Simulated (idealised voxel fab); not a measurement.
Process module heading - voxel wiring stack
The cross-section shown here is cut; it is 195 nm wide and divided into square cells measuring 5 nm on a side.
When this document writes out a cross-section, it uses a grid of square cells and lists it as bands, beginning at the top and moving down, with a band standing for one or more rows of cells. Top, bottom (nm), then materials left to right with widths (nm); lone material tagged "everywhere" fills the whole band edge to edge; "air" = empty space. All heights in this document are referenced to 0, defined as the level beneath which the wafer, as received, consists entirely of one material. The lowest band is not bounded below; it extends indefinitely downward and is written in the form "z 0 and below". When a width is written as two numbers, as in "30 to 40", the first number is the width in the top row of cells of the band and the second is the width in its bottom row, and the width changes by the same amount from each row to the next. Step note "no change" = no cross-section cell changed. "Trapped void list" contains a list of empty spaces, each no smaller than 8 cells and without an open way to the top, written in the form width x height at distance with the distance from the left edge and all three in nm. Text after the settings on a step's line: the simulator's own remark on that step. overlay nm, on a step with a mask: how far to the right of its planned place the mask lay; to the left if negative. Guide to the pairs. Each holds a before and an after cross-section around one process step; the after cross-section is cut off at the lowest band that changed. Look under the pair for the step between them and its settings. Pairs can come from different runs of this module on the same starting wafer, so a pair follows on from the one above it only where its entry headed "Preceding state" says it does.
Preceding state:
  z 155 to 135 | air: 45; resist: 25; air: 15; resist: 25; air: 15; resist: 25; air: 45
  z 135 to 110 | W everywhere
  z 110 to 105 | TiN everywhere
  z 105 to 85 | SiO2: 45; TiN: 5; W: 5; TiN: 5; SiO2: 25; TiN: 5; W: 5; TiN: 5; SiO2: 25; TiN: 5; W: 5; TiN: 5; SiO2: 55
  z 85 to 80 | SiCN: 45; TiN: 15; SiCN: 25; TiN: 15; SiCN: 25; TiN: 15; SiCN: 55
  z 80 to 75 | SiO2: 45; TiN: 5; Cu: 15; TiN: 5; SiO2: 15; TiN: 5; Cu: 15; TiN: 5; SiO2: 15; TiN: 5; Cu: 15; TiN: 5; SiO2: 45
  z 75 to 70 | SiN: 45; TiN: 25; SiN: 15; TiN: 25; SiN: 15; TiN: 25; SiN: 45
  z 70 to 60 | W everywhere
  z 60 to 55 | TiN: 50; W: 5; TiN: 35; W: 5; TiN: 35; W: 5; TiN: 60
  z 55 to 40 | lowk: 45; TiN: 5; W: 5; TiN: 5; lowk: 25; TiN: 5; W: 5; TiN: 5; lowk: 25; TiN: 5; W: 5; TiN: 5; lowk: 55
  z 40 to 35 | SiCN: 45; TiN: 15; SiCN: 25; TiN: 15; SiCN: 25; TiN: 15; SiCN: 55
  z 35 to 30 | SiCN: 40; Ru: 35; SiCN: 5; Ru: 35; SiCN: 5; Ru: 35; SiCN: 40
  z 30 to 15 | SiO2: 45; TiN: 5; W: 15; TiN: 5; SiO2: 15; TiN: 5; W: 15; TiN: 5; SiO2: 15; TiN: 5; W: 15; TiN: 5; SiO2: 45
  z 15 to 10 | SiN: 45; TiN: 25; SiN: 15; TiN: 25; SiN: 15; TiN: 25; SiN: 45
  z 10 to 0 | SiO2 everywhere
  z 0 and below | Si everywhere
  Trapped void list: none
Post-Step Section View:
  z 155 to 135 | air: 45; resist: 25; air: 15; resist: 25; air: 15; resist: 25; air: 45
  z 135 to 110 | air: 45; W: 25; air: 15; W: 25; air: 15; W: 25; air: 45
  below 110: unchanged
  Trapped void list: none
It is this step that lies between the two cross-sections above: DIRECTIONAL_ETCH: etch materials W, depth nm 25
Preceding state: we pick up right where the pair above leaves off, with its after cross-section.
Post-Step Section View:
  z 155 to 135 | air: 45; resist: 25; air: 15; resist: 25; air: 15; resist: 25; air: 45
  z 135 to 110 | air: 45; W: 25; air: 15; W: 25; air: 15; W: 25; air: 45
  z 110 to 105 | air: 45; TiN: 25; air: 15; TiN: 25; air: 15; TiN: 25; air: 45
  below 105: unchanged
  Trapped void list: none
It is this step that lies between the two cross-sections above: DIRECTIONAL_ETCH: etch materials TiN, depth nm 5
Preceding state: we pick up right where the pair above leaves off, with its after cross-section.
Post-Step Section View:
  z 135 to 110 | air: 45; W: 25; air: 15; W: 25; air: 15; W: 25; air: 45
  below 110: unchanged
  Trapped void list: none
It is this step that lies between the two cross-sections above: STRIP: etch materials resist
Preceding state: we pick up right where the pair above leaves off, with its after cross-section.
Post-Step Section View:
  z 140 to 135 | lowk everywhere
  z 135 to 110 | lowk: 45; W: 25; lowk: 15; W: 25; lowk: 15; W: 25; lowk: 45
  z 110 to 105 | lowk: 45; TiN: 25; lowk: 15; TiN: 25; lowk: 15; TiN: 25; lowk: 45
  below 105: unchanged
  Trapped void list: none
It is this step that lies between the two cross-sections above: FILL_DEP: material lowk, thk nm 5
Preceding state: we pick up right where the pair above leaves off, with its after cross-section.
Post-Step Section View:
  z 135 to 110 | lowk: 45; W: 25; lowk: 15; W: 25; lowk: 15; W: 25; lowk: 45
  below 110: unchanged
  Trapped void list: none
It is this step that lies between the two cross-sections above: CMP: height nm 135
Preceding state: we pick up right where the pair above leaves off, with its after cross-section.
Post-Step Section View:
  z 140 to 135 | SiN everywhere
  below 135: unchanged
  Trapped void list: none
It is this step that lies between the two cross-sections above: CONFORMAL_DEP: material SiN, thk nm 5
Preceding state:
  z 90 to 85 | Cu everywhere
  z 85 to 80 | TiN: 50; Cu: 15; TiN: 25; Cu: 15; TiN: 25; Cu: 15; TiN: 50
  z 80 to 60 | SiO2: 45; TiN: 5; Cu: 15; TiN: 5; SiO2: 15; TiN: 5; Cu: 15; TiN: 5; SiO2: 15; TiN: 5; Cu: 15; TiN: 5; SiO2: 45
  z 60 to 55 | SiN: 45; TiN: 25; SiN: 15; TiN: 25; SiN: 15; TiN: 25; SiN: 45
  z 55 to 40 | lowk: 45; TiN: 5; W: 5; TiN: 5; lowk: 25; TiN: 5; W: 5; TiN: 5; lowk: 25; TiN: 5; W: 5; TiN: 5; lowk: 55
  z 40 to 35 | SiCN: 45; TiN: 15; SiCN: 25; TiN: 15; SiCN: 25; TiN: 15; SiCN: 55
  z 35 to 30 | SiCN: 40; Ru: 35; SiCN: 5; Ru: 35; SiCN: 5; Ru: 35; SiCN: 40
  z 30 to 15 | SiO2: 45; TiN: 5; W: 15; TiN: 5; SiO2: 15; TiN: 5; W: 15; TiN: 5; SiO2: 15; TiN: 5; W: 15; TiN: 5; SiO2: 45
  z 15 to 10 | SiN: 45; TiN: 25; SiN: 15; TiN: 25; SiN: 15; TiN: 25; SiN: 45
  z 10 to 0 | SiO2 everywhere
  z 0 and below | Si everywhere
  Trapped void list: none
Post-Step Section View:
  z 95 to 85 | Cu everywhere
  below 85: unchanged
  Trapped void list: none
It is this step that lies between the two cross-sections above: FILL_DEP: material Cu, thk nm 5
Preceding state: we pick up right where the pair above leaves off, with its after cross-section.
Post-Step Section View:
  z 80 to 60 | SiO2: 45; TiN: 5; Cu: 15; TiN: 5; SiO2: 15; TiN: 5; Cu: 15; TiN: 5; SiO2: 15; TiN: 5; Cu: 15; TiN: 5; SiO2: 45
  below 60: unchanged
  Trapped void list: none
It is this step that lies between the two cross-sections above: CMP: height nm 80
Preceding state:
  z 10 to 0 | SiO2 everywhere
  z 0 and below | Si everywhere
  Trapped void list: none
Post-Step Section View:
  z 25 to 0 | SiO2 everywhere
  below 0: unchanged
  Trapped void list: none
It is this step that lies between the two cross-sections above: DIRECTIONAL_DEP: material SiO2, thk nm 15
Preceding state: we pick up right where the pair above leaves off, with its after cross-section.
Post-Step Section View:
  z 30 to 25 | SiN everywhere
  below 25: unchanged
  Trapped void list: none
It is this step that lies between the two cross-sections above: CONFORMAL_DEP: material SiN, thk nm 5
Preceding state: we pick up right where the pair above leaves off, with its after cross-section.
Post-Step Section View:
  z 45 to 30 | aC everywhere
  below 30: unchanged
  Trapped void list: none
It is this step that lies between the two cross-sections above: DIRECTIONAL_DEP: material aC, thk nm 15
Preceding state: we pick up right where the pair above leaves off, with its after cross-section.
Post-Step Section View:
  z 80 to 45 | resist: 45; air: 25; resist: 15; air: 25; resist: 15; air: 25; resist: 45
  below 45: unchanged
  Trapped void list: none
It is this step that lies between the two cross-sections above: PATTERN: tone open, mask id METAL_1, material resist, width nm 25, pitch nm 40, thk nm 35, overlay nm 0
Preceding state: we pick up right where the pair above leaves off, with its after cross-section.
Post-Step Section View:
  z 65 to 45 | resist: 45; air: 25; resist: 15; air: 25; resist: 15; air: 25; resist: 45
  z 45 to 30 | aC: 45; air: 25; aC: 15; air: 25; aC: 15; air: 25; aC: 45
  below 30: unchanged
  Trapped void list: none
It is this step that lies between the two cross-sections above: DIRECTIONAL_ETCH: etch materials aC, depth nm 15
Preceding state: we pick up right where the pair above leaves off, with its after cross-section.
Post-Step Section View:
  z 45 to 30 | aC: 45; air: 25; aC: 15; air: 25; aC: 15; air: 25; aC: 45
  below 30: unchanged
  Trapped void list: none
It is this step that lies between the two cross-sections above: STRIP: etch materials resist
Preceding state: we pick up right where the pair above leaves off, with its after cross-section.
Post-Step Section View:
  z 45 to 30 | aC: 45; air: 25; aC: 15; air: 25; aC: 15; air: 25; aC: 45
  z 30 to 25 | SiN: 45; air: 25; SiN: 15; air: 25; SiN: 15; air: 25; SiN: 45
  below 25: unchanged
  Trapped void list: none
It is this step that lies between the two cross-sections above: DIRECTIONAL_ETCH: etch materials SiN, depth nm 5
Preceding state: we pick up right where the pair above leaves off, with its after cross-section.
Post-Step Section View:
  z 30 to 25 | SiN: 45; air: 25; SiN: 15; air: 25; SiN: 15; air: 25; SiN: 45
  below 25: unchanged
  Trapped void list: none
It is this step that lies between the two cross-sections above: STRIP: etch materials aC
Preceding state: we pick up right where the pair above leaves off, with its after cross-section.
Post-Step Section View:
  z 35 to 30 | TiN: 50; air: 15; TiN: 25; air: 15; TiN: 25; air: 15; TiN: 50
  z 30 to 25 | SiN: 45; TiN: 25; SiN: 15; TiN: 25; SiN: 15; TiN: 25; SiN: 45
  below 25: unchanged
  Trapped void list: none
It is this step that lies between the two cross-sections above: CONFORMAL_DEP: material TiN, thk nm 5
Preceding state: we pick up right where the pair above leaves off, with its after cross-section.
Post-Step Section View:
  z 45 to 35 | W everywhere
  z 35 to 30 | TiN: 50; W: 15; TiN: 25; W: 15; TiN: 25; W: 15; TiN: 50
  below 30: unchanged
  Trapped void list: none
It is this step that lies between the two cross-sections above: FILL_DEP: material W, thk nm 10
Preceding state: we pick up right where the pair above leaves off, with its after cross-section.
Post-Step Section View:
  z 30 to 25 | SiN: 45; TiN: 25; SiN: 15; TiN: 25; SiN: 15; TiN: 25; SiN: 45
  below 25: unchanged
  Trapped void list: none
It is this step that lies between the two cross-sections above: CMP: height nm 30
Preceding state: we pick up right where the pair above leaves off, with its after cross-section.
Post-Step Section View:
  z 35 to 30 | air: 40; Ru: 35; air: 5; Ru: 35; air: 5; Ru: 35; air: 40
  below 30: unchanged
  Trapped void list: none
It is this step that lies between the two cross-sections above: EPI: material Ru, thk nm 5
Preceding state: we pick up right where the pair above leaves off, with its after cross-section.
Post-Step Section View:
  z 40 to 35 | SiCN everywhere
  z 35 to 30 | SiCN: 40; Ru: 35; SiCN: 5; Ru: 35; SiCN: 5; Ru: 35; SiCN: 40
  below 30: unchanged
  Trapped void list: none
It is this step that lies between the two cross-sections above: FILL_DEP: material SiCN, thk nm 5
Preceding state: we pick up right where the pair above leaves off, with its after cross-section.
Post-Step Section View:
  z 55 to 40 | lowk everywhere
  below 40: unchanged
  Trapped void list: none
It is this step that lies between the two cross-sections above: DIRECTIONAL_DEP: material lowk, thk nm 15
Preceding state: we pick up right where the pair above leaves off, with its after cross-section.
Post-Step Section View:
  z 65 to 55 | aC everywhere
  below 55: unchanged
  Trapped void list: none
It is this step that lies between the two cross-sections above: DIRECTIONAL_DEP: material aC, thk nm 10
Preceding state: we pick up right where the pair above leaves off, with its after cross-section.
Post-Step Section View:
  z 95 to 65 | resist: 45; air: 15; resist: 25; air: 15; resist: 25; air: 15; resist: 55
  below 65: unchanged
  Trapped void list: none
It is this step that lies between the two cross-sections above: PATTERN: tone open, mask id PLUG_1, material resist, width nm 15, pitch nm 40, thk nm 30, overlay nm 0
Preceding state: we pick up right where the pair above leaves off, with its after cross-section.
Post-Step Section View:
  z 85 to 65 | resist: 45; air: 15; resist: 25; air: 15; resist: 25; air: 15; resist: 55
  z 65 to 55 | aC: 45; air: 15; aC: 25; air: 15; aC: 25; air: 15; aC: 55
  below 55: unchanged
  Trapped void list: none
It is this step that lies between the two cross-sections above: DIRECTIONAL_ETCH: etch materials aC, depth nm 10
Preceding state: we pick up right where the pair above leaves off, with its after cross-section.
Post-Step Section View:
  z 65 to 55 | aC: 45; air: 15; aC: 25; air: 15; aC: 25; air: 15; aC: 55
  below 55: unchanged
  Trapped void list: none
It is this step that lies between the two cross-sections above: STRIP: etch materials resist
Preceding state: we pick up right where the pair above leaves off, with its after cross-section.
Post-Step Section View:
  z 65 to 55 | aC: 45; air: 15; aC: 25; air: 15; aC: 25; air: 15; aC: 55
  z 55 to 40 | lowk: 45; air: 15; lowk: 25; air: 15; lowk: 25; air: 15; lowk: 55
  below 40: unchanged
  Trapped void list: none
It is this step that lies between the two cross-sections above: DIRECTIONAL_ETCH: etch materials lowk, depth nm 15
Preceding state: we pick up right where the pair above leaves off, with its after cross-section.
Post-Step Section View:
  z 65 to 55 | aC: 45; air: 15; aC: 25; air: 15; aC: 25; air: 15; aC: 55
  z 55 to 40 | lowk: 45; air: 15; lowk: 25; air: 15; lowk: 25; air: 15; lowk: 55
  z 40 to 35 | SiCN: 45; air: 15; SiCN: 25; air: 15; SiCN: 25; air: 15; SiCN: 55
  below 35: unchanged
  Trapped void list: none
It is this step that lies between the two cross-sections above: DIRECTIONAL_ETCH: etch materials SiCN, depth nm 5
Preceding state: we pick up right where the pair above leaves off, with its after cross-section.
Post-Step Section View:
  z 55 to 40 | lowk: 45; air: 15; lowk: 25; air: 15; lowk: 25; air: 15; lowk: 55
  below 40: unchanged
  Trapped void list: none
It is this step that lies between the two cross-sections above: STRIP: etch materials aC
Preceding state: we pick up right where the pair above leaves off, with its after cross-section.
Post-Step Section View:
  z 60 to 55 | TiN: 50; air: 5; TiN: 35; air: 5; TiN: 35; air: 5; TiN: 60
  z 55 to 40 | lowk: 45; TiN: 5; air: 5; TiN: 5; lowk: 25; TiN: 5; air: 5; TiN: 5; lowk: 25; TiN: 5; air: 5; TiN: 5; lowk: 55
  z 40 to 35 | SiCN: 45; TiN: 15; SiCN: 25; TiN: 15; SiCN: 25; TiN: 15; SiCN: 55
  below 35: unchanged
  Trapped void list: none
It is this step that lies between the two cross-sections above: CONFORMAL_DEP: material TiN, thk nm 5
Preceding state: we pick up right where the pair above leaves off, with its after cross-section.
Post-Step Section View:
  z 70 to 60 | W everywhere
  z 60 to 55 | TiN: 50; W: 5; TiN: 35; W: 5; TiN: 35; W: 5; TiN: 60
  z 55 to 40 | lowk: 45; TiN: 5; W: 5; TiN: 5; lowk: 25; TiN: 5; W: 5; TiN: 5; lowk: 25; TiN: 5; W: 5; TiN: 5; lowk: 55
  below 40: unchanged
  Trapped void list: none
It is this step that lies between the two cross-sections above: FILL_DEP: material W, thk nm 10
Preceding state: we pick up right where the pair above leaves off, with its after cross-section.
Post-Step Section View:
  z 55 to 40 | lowk: 45; TiN: 5; W: 5; TiN: 5; lowk: 25; TiN: 5; W: 5; TiN: 5; lowk: 25; TiN: 5; W: 5; TiN: 5; lowk: 55
  below 40: unchanged
  Trapped void list: none
It is this step that lies between the two cross-sections above: CMP: height nm 55
Preceding state: we pick up right where the pair above leaves off, with its after cross-section.
Post-Step Section View:
  z 60 to 55 | SiN everywhere
  below 55: unchanged
  Trapped void list: none
It is this step that lies between the two cross-sections above: CONFORMAL_DEP: material SiN, thk nm 5
Preceding state: we pick up right where the pair above leaves off, with its after cross-section.
Post-Step Section View:
  z 80 to 60 | SiO2 everywhere
  below 60: unchanged
  Trapped void list: none
It is this step that lies between the two cross-sections above: DIRECTIONAL_DEP: material SiO2, thk nm 20
Preceding state: we pick up right where the pair above leaves off, with its after cross-section.
Post-Step Section View:
  z 80 to 60 | SiO2: 45; air: 25; SiO2: 15; air: 25; SiO2: 15; air: 25; SiO2: 45
  below 60: unchanged
  Trapped void list: none
It is this step that lies between the two cross-sections above: MASKED_ETCH: tone open, mask id METAL_2, width nm 25, pitch nm 40, etch materials SiO2, depth nm 20, overlay nm 0
Preceding state: we pick up right where the pair above leaves off, with its after cross-section.
Post-Step Section View:
  z 80 to 60 | SiO2: 45; air: 25; SiO2: 15; air: 25; SiO2: 15; air: 25; SiO2: 45
  z 60 to 55 | SiN: 45; air: 25; SiN: 15; air: 25; SiN: 15; air: 25; SiN: 45
  below 55: unchanged
  Trapped void list: none
It is this step that lies between the two cross-sections above: MASKED_ETCH: tone open, mask id METAL_2, width nm 25, pitch nm 40, etch materials SiN, depth nm 5, overlay nm 0
Preceding state: we pick up right where the pair above leaves off, with its after cross-section.
Post-Step Section View:
  z 85 to 80 | TiN: 50; air: 15; TiN: 25; air: 15; TiN: 25; air: 15; TiN: 50
  z 80 to 60 | SiO2: 45; TiN: 5; air: 15; TiN: 5; SiO2: 15; TiN: 5; air: 15; TiN: 5; SiO2: 15; TiN: 5; air: 15; TiN: 5; SiO2: 45
  z 60 to 55 | SiN: 45; TiN: 25; SiN: 15; TiN: 25; SiN: 15; TiN: 25; SiN: 45
  below 55: unchanged
  Trapped void list: none
It is this step that lies between the two cross-sections above: CONFORMAL_DEP: material TiN, thk nm 5
Preceding state: we pick up right where the pair above leaves off, with its after cross-section.
Post-Step Section View:
  z 90 to 85 | Cu everywhere
  z 85 to 80 | TiN: 50; Cu: 15; TiN: 25; Cu: 15; TiN: 25; Cu: 15; TiN: 50
  z 80 to 60 | SiO2: 45; TiN: 5; Cu: 15; TiN: 5; SiO2: 15; TiN: 5; Cu: 15; TiN: 5; SiO2: 15; TiN: 5; Cu: 15; TiN: 5; SiO2: 45
  below 60: unchanged
  Trapped void list: none
It is this step that lies between the two cross-sections above: FILL_DEP: material Cu, thk nm 5
Preceding state: we pick up right where the pair above leaves off, with its after cross-section.
Post-Step Section View:
  z 80 to 60 | SiO2: 45; TiN: 5; Cu: 15; TiN: 5; SiO2: 15; TiN: 5; Cu: 15; TiN: 5; SiO2: 15; TiN: 5; Cu: 15; TiN: 5; SiO2: 45
  below 60: unchanged
  Trapped void list: none
It is this step that lies between the two cross-sections above: CMP: height nm 80
Preceding state: we pick up right where the pair above leaves off, with its after cross-section.
Post-Step Section View:
  z 85 to 80 | SiCN everywhere
  below 80: unchanged
  Trapped void list: none
It is this step that lies between the two cross-sections above: CONFORMAL_DEP: material SiCN, thk nm 5
Preceding state: we pick up right where the pair above leaves off, with its after cross-section.
Post-Step Section View:
  z 105 to 85 | SiO2 everywhere
  below 85: unchanged
  Trapped void list: none
It is this step that lies between the two cross-sections above: DIRECTIONAL_DEP: material SiO2, thk nm 20
Preceding state: we pick up right where the pair above leaves off, with its after cross-section.
Post-Step Section View:
  z 120 to 105 | aC everywhere
  below 105: unchanged
  Trapped void list: none
It is this step that lies between the two cross-sections above: DIRECTIONAL_DEP: material aC, thk nm 15
Preceding state: we pick up right where the pair above leaves off, with its after cross-section.
Post-Step Section View:
  z 150 to 120 | resist: 45; air: 15; resist: 25; air: 15; resist: 25; air: 15; resist: 55
  below 120: unchanged
  Trapped void list: none
It is this step that lies between the two cross-sections above: PATTERN: tone open, mask id PLUG_2, material resist, width nm 15, pitch nm 40, thk nm 30, overlay nm 0
Preceding state: we pick up right where the pair above leaves off, with its after cross-section.
Post-Step Section View:
  z 135 to 120 | resist: 45; air: 15; resist: 25; air: 15; resist: 25; air: 15; resist: 55
  z 120 to 105 | aC: 45; air: 15; aC: 25; air: 15; aC: 25; air: 15; aC: 55
  below 105: unchanged
  Trapped void list: none
It is this step that lies between the two cross-sections above: DIRECTIONAL_ETCH: etch materials aC, depth nm 15
Preceding state: we pick up right where the pair above leaves off, with its after cross-section.
Post-Step Section View:
  z 120 to 105 | aC: 45; air: 15; aC: 25; air: 15; aC: 25; air: 15; aC: 55
  below 105: unchanged
  Trapped void list: none
It is this step that lies between the two cross-sections above: STRIP: etch materials resist
Preceding state: we pick up right where the pair above leaves off, with its after cross-section.
Post-Step Section View:
  z 120 to 105 | aC: 45; air: 15; aC: 25; air: 15; aC: 25; air: 15; aC: 55
  z 105 to 85 | SiO2: 45; air: 15; SiO2: 25; air: 15; SiO2: 25; air: 15; SiO2: 55
  below 85: unchanged
  Trapped void list: none
It is this step that lies between the two cross-sections above: DIRECTIONAL_ETCH: etch materials SiO2, depth nm 20
Preceding state: we pick up right where the pair above leaves off, with its after cross-section.
Post-Step Section View:
  z 120 to 105 | aC: 45; air: 15; aC: 25; air: 15; aC: 25; air: 15; aC: 55
  z 105 to 85 | SiO2: 45; air: 15; SiO2: 25; air: 15; SiO2: 25; air: 15; SiO2: 55
  z 85 to 80 | SiCN: 45; air: 15; SiCN: 25; air: 15; SiCN: 25; air: 15; SiCN: 55
  below 80: unchanged
  Trapped void list: none
It is this step that lies between the two cross-sections above: DIRECTIONAL_ETCH: etch materials SiCN, depth nm 5
Preceding state: we pick up right where the pair above leaves off, with its after cross-section.
Post-Step Section View:
  z 105 to 85 | SiO2: 45; air: 15; SiO2: 25; air: 15; SiO2: 25; air: 15; SiO2: 55
  below 85: unchanged
  Trapped void list: none
It is this step that lies between the two cross-sections above: STRIP: etch materials aC
Preceding state: we pick up right where the pair above leaves off, with its after cross-section.
Post-Step Section View:
  z 110 to 105 | TiN: 50; air: 5; TiN: 35; air: 5; TiN: 35; air: 5; TiN: 60
  z 105 to 85 | SiO2: 45; TiN: 5; air: 5; TiN: 5; SiO2: 25; TiN: 5; air: 5; TiN: 5; SiO2: 25; TiN: 5; air: 5; TiN: 5; SiO2: 55
  z 85 to 80 | SiCN: 45; TiN: 15; SiCN: 25; TiN: 15; SiCN: 25; TiN: 15; SiCN: 55
  below 80: unchanged
  Trapped void list: none
It is this step that lies between the two cross-sections above: CONFORMAL_DEP: material TiN, thk nm 5
Preceding state: we pick up right where the pair above leaves off, with its after cross-section.
Post-Step Section View:
  z 120 to 110 | W everywhere
  z 110 to 105 | TiN: 50; W: 5; TiN: 35; W: 5; TiN: 35; W: 5; TiN: 60
  z 105 to 85 | SiO2: 45; TiN: 5; W: 5; TiN: 5; SiO2: 25; TiN: 5; W: 5; TiN: 5; SiO2: 25; TiN: 5; W: 5; TiN: 5; SiO2: 55
  below 85: unchanged
  Trapped void list: none
It is this step that lies between the two cross-sections above: FILL_DEP: material W, thk nm 10
Preceding state: we pick up right where the pair above leaves off, with its after cross-section.
Post-Step Section View:
  z 105 to 85 | SiO2: 45; TiN: 5; W: 5; TiN: 5; SiO2: 25; TiN: 5; W: 5; TiN: 5; SiO2: 25; TiN: 5; W: 5; TiN: 5; SiO2: 55
  below 85: unchanged
  Trapped void list: none
It is this step that lies between the two cross-sections above: CMP: height nm 105
Preceding state: we pick up right where the pair above leaves off, with its after cross-section.
Post-Step Section View:
  z 110 to 105 | TiN everywhere
  below 105: unchanged
  Trapped void list: none
It is this step that lies between the two cross-sections above: DIRECTIONAL_DEP: material TiN, thk nm 5
Preceding state: we pick up right where the pair above leaves off, with its after cross-section.
Post-Step Section View:
  z 135 to 110 | W everywhere
  below 110: unchanged
  Trapped void list: none
It is this step that lies between the two cross-sections above: DIRECTIONAL_DEP: material W, thk nm 25
Preceding state: we pick up right where the pair above leaves off, with its after cross-section.
Post-Step Section View:
  z 155 to 135 | air: 45; resist: 25; air: 15; resist: 25; air: 15; resist: 25; air: 45
  below 135: unchanged
  Trapped void list: none
It is this step that lies between the two cross-sections above: PATTERN: tone cover, mask id METAL_3, material resist, width nm 25, pitch nm 40, thk nm 20, overlay nm 0
Preceding state: we pick up right where the pair above leaves off, with its after cross-section.
Post-Step Section View:
  z 155 to 135 | air: 45; resist: 25; air: 15; resist: 25; air: 15; resist: 25; air: 45
  z 135 to 110 | air: 45; W: 25; air: 15; W: 25; air: 15; W: 25; air: 45
  below 110: unchanged
  Trapped void list: none
It is this step that lies between the two cross-sections above: DIRECTIONAL_ETCH: etch materials W, depth nm 25
Preceding state: we pick up right where the pair above leaves off, with its after cross-section.
Post-Step Section View:
  z 155 to 135 | air: 45; resist: 25; air: 15; resist: 25; air: 15; resist: 25; air: 45
  z 135 to 110 | air: 45; W: 25; air: 15; W: 25; air: 15; W: 25; air: 45
  z 110 to 105 | air: 45; TiN: 25; air: 15; TiN: 25; air: 15; TiN: 25; air: 45
  below 105: unchanged
  Trapped void list: none
It is this step that lies between the two cross-sections above: DIRECTIONAL_ETCH: etch materials TiN, depth nm 5
Preceding state: we pick up right where the pair above leaves off, with its after cross-section.
Post-Step Section View:
  z 135 to 110 | air: 45; W: 25; air: 15; W: 25; air: 15; W: 25; air: 45
  below 110: unchanged
  Trapped void list: none
It is this step that lies between the two cross-sections above: STRIP: etch materials resist
Preceding state: we pick up right where the pair above leaves off, with its after cross-section.
Post-Step Section View:
  z 140 to 135 | lowk everywhere
  z 135 to 110 | lowk: 45; W: 25; lowk: 15; W: 25; lowk: 15; W: 25; lowk: 45
  z 110 to 105 | lowk: 45; TiN: 25; lowk: 15; TiN: 25; lowk: 15; TiN: 25; lowk: 45
  below 105: unchanged
  Trapped void list: none
It is this step that lies between the two cross-sections above: FILL_DEP: material lowk, thk nm 5
Preceding state: we pick up right where the pair above leaves off, with its after cross-section.
Post-Step Section View:
  z 135 to 110 | lowk: 45; W: 25; lowk: 15; W: 25; lowk: 15; W: 25; lowk: 45
  below 110: unchanged
  Trapped void list: none
It is this step that lies between the two cross-sections above: CMP: height nm 135
Preceding state: we pick up right where the pair above leaves off, with its after cross-section.
Post-Step Section View:
  z 140 to 135 | SiN everywhere
  below 135: unchanged
  Trapped void list: none
It is this step that lies between the two cross-sections above: CONFORMAL_DEP: material SiN, thk nm 5
Preceding state:
  z 70 to 60 | W everywhere
  z 60 to 55 | TiN: 50; W: 5; TiN: 35; W: 5; TiN: 35; W: 5; TiN: 60
  z 55 to 40 | lowk: 45; TiN: 5; W: 5; TiN: 5; lowk: 25; TiN: 5; W: 5; TiN: 5; lowk: 25; TiN: 5; W: 5; TiN: 5; lowk: 55
  z 40 to 35 | SiCN: 45; TiN: 15; SiCN: 25; TiN: 15; SiCN: 25; TiN: 15; SiCN: 55
  z 35 to 30 | SiCN: 40; Ru: 35; SiCN: 5; Ru: 35; SiCN: 5; Ru: 35; SiCN: 40
  z 30 to 15 | SiO2: 45; TiN: 5; W: 15; TiN: 5; SiO2: 15; TiN: 5; W: 15; TiN: 5; SiO2: 15; TiN: 5; W: 15; TiN: 5; SiO2: 45
  z 15 to 10 | SiN: 45; TiN: 25; SiN: 15; TiN: 25; SiN: 15; TiN: 25; SiN: 45
  z 10 to 0 | SiO2 everywhere
  z 0 and below | Si everywhere
  Trapped void list: none
Post-Step Section View:
  z 60 to 55 | TiN: 50; W: 5; TiN: 35; W: 5; TiN: 35; W: 5; TiN: 60
  below 55: unchanged
  Trapped void list: none
It is this step that lies between the two cross-sections above: CMP: height nm 60
Preceding state: we pick up right where the pair above leaves off, with its after cross-section.
Post-Step Section View:
  z 65 to 60 | SiN everywhere
  below 60: unchanged
  Trapped void list: none
It is this step that lies between the two cross-sections above: CONFORMAL_DEP: material SiN, thk nm 5
Preceding state: we pick up right where the pair above leaves off, with its after cross-section.
Post-Step Section View:
  z 85 to 65 | SiO2 everywhere
  below 65: unchanged
  Trapped void list: none
It is this step that lies between the two cross-sections above: DIRECTIONAL_DEP: material SiO2, thk nm 20
Preceding state: we pick up right where the pair above leaves off, with its after cross-section.
Post-Step Section View:
  z 85 to 65 | SiO2: 45; air: 25; SiO2: 15; air: 25; SiO2: 15; air: 25; SiO2: 45
  below 65: unchanged
  Trapped void list: none
It is this step that lies between the two cross-sections above: MASKED_ETCH: tone open, mask id METAL_2, width nm 25, pitch nm 40, etch materials SiO2, depth nm 20, overlay nm 0
Preceding state: we pick up right where the pair above leaves off, with its after cross-section.
Post-Step Section View:
  z 85 to 65 | SiO2: 45; air: 25; SiO2: 15; air: 25; SiO2: 15; air: 25; SiO2: 45
  z 65 to 60 | SiN: 45; air: 25; SiN: 15; air: 25; SiN: 15; air: 25; SiN: 45
  below 60: unchanged
  Trapped void list: none
It is this step that lies between the two cross-sections above: MASKED_ETCH: tone open, mask id METAL_2, width nm 25, pitch nm 40, etch materials SiN, depth nm 5, overlay nm 0
Preceding state: we pick up right where the pair above leaves off, with its after cross-section.
Post-Step Section View:
  z 90 to 85 | TiN: 50; air: 15; TiN: 25; air: 15; TiN: 25; air: 15; TiN: 50
  z 85 to 65 | SiO2: 45; TiN: 5; air: 15; TiN: 5; SiO2: 15; TiN: 5; air: 15; TiN: 5; SiO2: 15; TiN: 5; air: 15; TiN: 5; SiO2: 45
  z 65 to 60 | SiN: 45; TiN: 25; SiN: 15; TiN: 25; SiN: 15; TiN: 25; SiN: 45
  below 60: unchanged
  Trapped void list: none
It is this step that lies between the two cross-sections above: CONFORMAL_DEP: material TiN, thk nm 5
Preceding state: we pick up right where the pair above leaves off, with its after cross-section.
Post-Step Section View:
  z 95 to 90 | Cu everywhere
  z 90 to 85 | TiN: 50; Cu: 15; TiN: 25; Cu: 15; TiN: 25; Cu: 15; TiN: 50
  z 85 to 65 | SiO2: 45; TiN: 5; Cu: 15; TiN: 5; SiO2: 15; TiN: 5; Cu: 15; TiN: 5; SiO2: 15; TiN: 5; Cu: 15; TiN: 5; SiO2: 45
  below 65: unchanged
  Trapped void list: none
It is this step that lies between the two cross-sections above: FILL_DEP: material Cu, thk nm 5
Preceding state: we pick up right where the pair above leaves off, with its after cross-section.
Post-Step Section View:
  z 80 to 65 | SiO2: 45; TiN: 5; Cu: 15; TiN: 5; SiO2: 15; TiN: 5; Cu: 15; TiN: 5; SiO2: 15; TiN: 5; Cu: 15; TiN: 5; SiO2: 45
  below 65: unchanged
  Trapped void list: none
It is this step that lies between the two cross-sections above: CMP: height nm 80
Preceding state: we pick up right where the pair above leaves off, with its after cross-section.
Post-Step Section View:
  z 85 to 80 | SiCN everywhere
  below 80: unchanged
  Trapped void list: none
It is this step that lies between the two cross-sections above: CONFORMAL_DEP: material SiCN, thk nm 5
Preceding state: we pick up right where the pair above leaves off, with its after cross-section.
Post-Step Section View:
  z 105 to 85 | SiO2 everywhere
  below 85: unchanged
  Trapped void list: none
It is this step that lies between the two cross-sections above: DIRECTIONAL_DEP: material SiO2, thk nm 20
